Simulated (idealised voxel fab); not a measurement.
Documented hereafter: the process module known as voxel released beams.
Section cut is 290 nm wide and gridded with 5 nm square cells.
A cross-section in this document is a grid of square cells, and it is written down as bands, the top band listed before the ones below it; a band is made up of one or more rows of cells. Per band: top height and bottom height in nm, followed by the left-to-right materials and their widths in nm; "everywhere" marks a single material spanning edge to edge, "blank" marks empty space. Zero point of the height axis is 0; under it, received wafer = one material. Lowest band: continues down indefinitely, "from 0 down". A width given as "30..40" starts at the first number in the band's top row and ends at the second number in its bottom row, shifting by an equal amount at every step from row to row. The cross-section has no changed cell in any step marked "no change occurred". Empty spaces without an open route to the top, at least 8 cells in extent, make up the entry "Enclosed cavities"; each is given as width x height at distance, where the distance is measured from the left edge, and all are in nm. Formally, on a step line, whatever follows the settings is a remark that the simulator itself makes on the step. overlay nm: mask right of planned place by this much (step with mask). Neg. = left.

Intended process steps
step 1: RECEIVE [material Si]
step 2: CONFORMAL_DEP [material SiN] [thk nm 10]
step 3: DIRECTIONAL_DEP [material SiO2] [thk nm 10]
step 4: PATTERN [tone open] [mask id ANCHOR] [material resist] [width nm 45] [thk nm 15] [overlay nm 0]
step 5: DIRECTIONAL_ETCH [etch materials SiO2] [depth nm 10]
step 6: STRIP [etch materials resist]
step 7: CONFORMAL_DEP [material polySi] [thk nm 15]
step 8: MASKED_ETCH [tone cover] [mask id BEAM] [width nm 105] [etch materials polySi] [depth nm 15] [overlay nm 0]
step 9: STRIP [etch materials SiO2]

Incoming wafer, cross-sectional view, post step 1
	from 0 down = Si everywhere
	Enclosed cavities: none

This is how the wafer looks in cross-section once the module is done, given the starting state and plan above and one mistake in carrying the plan out
	from 50 to 35 = 90 nm blank, 105 nm polySi, 95 nm blank
	from 35 to 20 = polySi everywhere
	from 20 to 10 = 95 nm SiO2, 45 nm polySi, 150 nm SiO2
	from 10 to 0 = SiN everywhere
	from 0 down = Si everywhere
	Enclosed cavities: none
The mistake made against the process plan was this: step 7 of the plan was executed twice over
